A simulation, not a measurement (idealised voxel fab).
process module | voxel gate over fins
cross-section cut | 240 nm wide | cells 5 nm
A cross-section is a grid of square cells, given in bands from the top down. A band is one or more rows of cells.
Each band's line starts with the height of the band's top and of its bottom, in nm. Then come its materials from left to right, each with its width in nm. One material with "throughout" fills the band from edge to edge. "air" is empty space.
Height 0 is the level under which the wafer as received is all one material. The lowest band goes on downwards, as in "0 down".
A width such as "30 to 40" changes by the same amount from each row of cells to the next, from the band's top row to its bottom row.
"no change" after a step means that no cell of the cross-section changed.
closed voids: empty space of 8 cells or more with no open way to the top, each as width x height at its distance from the left edge, in nm
after a step's settings: what the simulator itself notes on the step
overlay nm, on a step with a mask: how far to the right of its planned place the mask lay; to the left if negative
plan
1 op RECEIVE | material Si
2 op CONFORMAL_DEP | material SiN | thk nm 5
3 op MASKED_ETCH | tone cover | mask id FINS | width nm 15 | pitch nm 40 | etch materials SiN | depth nm 5 | overlay nm 0
4 op MASKED_ETCH | tone cover | mask id FINS | width nm 15 | pitch nm 40 | etch materials Si | depth nm 40 | overlay nm 0
5 op FILL_DEP | material SiO2 | thk nm 10
6 op CMP | height nm 5
7 op SELECTIVE_ETCH | etch materials SiO2 | depth nm 20
8 op STRIP | etch materials SiN
9 op CONFORMAL_DEP | material HfO2 | thk nm 5
10 op CONFORMAL_DEP | material TiN | thk nm 5
11 op CONFORMAL_DEP | material TiAl | thk nm 5
12 op CONFORMAL_DEP | material TiN | thk nm 5
13 op FILL_DEP | material W | thk nm 10
14 op CMP | height nm 25
15 op CONFORMAL_DEP | material SiN | thk nm 5
as received, after step 1
  0 down: Si throughout
  closed voids: none
first wafer at the end, as planned
  30 to 25: SiN throughout
  25 to 20: W throughout
  20 to 15: W 30 | TiN 175 | W 35
  15 to 10: W 30 | TiN 5 | TiAl 165 | TiN 5 | W 35
  10 to 5: W 30 | TiN 5 | TiAl 5 | TiN 35 | TiAl 5 | TiN 35 | TiAl 5 | TiN 35 | TiAl 5 | TiN 35 | TiAl 5 | TiN 5 | W 35
  5 to 0: TiN 35 | TiAl 5 | TiN 5 | HfO2 25 | TiN 5 | TiAl 5 | TiN 5 | HfO2 25 | TiN 5 | TiAl 5 | TiN 5 | HfO2 25 | TiN 5 | TiAl 5 | TiN 5 | HfO2 25 | TiN 5 | TiAl 5 | TiN 40
  0 to -5: TiAl 40 | TiN 5 | HfO2 5 | Si 15 | HfO2 5 | TiN 5 | TiAl 5 | TiN 5 | HfO2 5 | Si 15 | HfO2 5 | TiN 5 | TiAl 5 | TiN 5 | HfO2 5 | Si 15 | HfO2 5 | TiN 5 | TiAl 5 | TiN 5 | HfO2 5 | Si 15 | HfO2 5 | TiN 5 | TiAl 45
  -5 to -10: TiN 45 | HfO2 5 | Si 15 | HfO2 5 | TiN 15 | HfO2 5 | Si 15 | HfO2 5 | TiN 15 | HfO2 5 | Si 15 | HfO2 5 | TiN 15 | HfO2 5 | Si 15 | HfO2 5 | TiN 50
  -10 to -15: HfO2 50 | Si 15 | HfO2 25 | Si 15 | HfO2 25 | Si 15 | HfO2 25 | Si 15 | HfO2 55
  -15 to -40: SiO2 50 | Si 15 | SiO2 25 | Si 15 | SiO2 25 | Si 15 | SiO2 25 | Si 15 | SiO2 55
  -40 down: Si throughout
  closed voids: none
second wafer at the end: like start, like plan, one mistake
  30 to 25: SiN throughout
  25 to 20: W throughout
  20 to 15: W 30 | TiN 175 | W 35
  15 to 10: W 30 | TiN 5 | TiAl 165 | TiN 5 | W 35
  10 to 5: W 30 | TiN 5 | TiAl 5 | TiN 35 | TiAl 5 | TiN 35 | TiAl 5 | TiN 35 | TiAl 5 | TiN 35 | TiAl 5 | TiN 5 | W 35
  5 to 0: TiN 35 | TiAl 5 | TiN 5 | HfO2 25 | TiN 5 | TiAl 5 | TiN 5 | HfO2 25 | TiN 5 | TiAl 5 | TiN 5 | HfO2 25 | TiN 5 | TiAl 5 | TiN 5 | HfO2 25 | TiN 5 | TiAl 5 | TiN 40
  0 to -5: TiAl 40 | TiN 5 | HfO2 5 | Si 15 | HfO2 5 | TiN 5 | TiAl 5 | TiN 5 | HfO2 5 | Si 15 | HfO2 5 | TiN 5 | TiAl 5 | TiN 5 | HfO2 5 | Si 15 | HfO2 5 | TiN 5 | TiAl 5 | TiN 5 | HfO2 5 | Si 15 | HfO2 5 | TiN 5 | TiAl 45
  -5 to -10: TiN 45 | HfO2 5 | Si 15 | HfO2 5 | TiN 15 | HfO2 5 | Si 15 | HfO2 5 | TiN 15 | HfO2 5 | Si 15 | HfO2 5 | TiN 15 | HfO2 5 | Si 15 | HfO2 5 | TiN 50
  -10 to -15: HfO2 50 | Si 15 | HfO2 25 | Si 15 | HfO2 25 | Si 15 | HfO2 25 | Si 15 | HfO2 55
  -15 to -35: SiO2 50 | Si 15 | SiO2 25 | Si 15 | SiO2 25 | Si 15 | SiO2 25 | Si 15 | SiO2 55
  -35 down: Si throughout
  closed voids: none
what went wrong: step 4 ran as: op MASKED_ETCH | tone cover | mask id FINS | width nm 15 | pitch nm 40 | etch materials Si | depth nm 35 | overlay nm 0
at the end the second wafer has, in cells: 36 more of Si | 36 fewer of SiO2
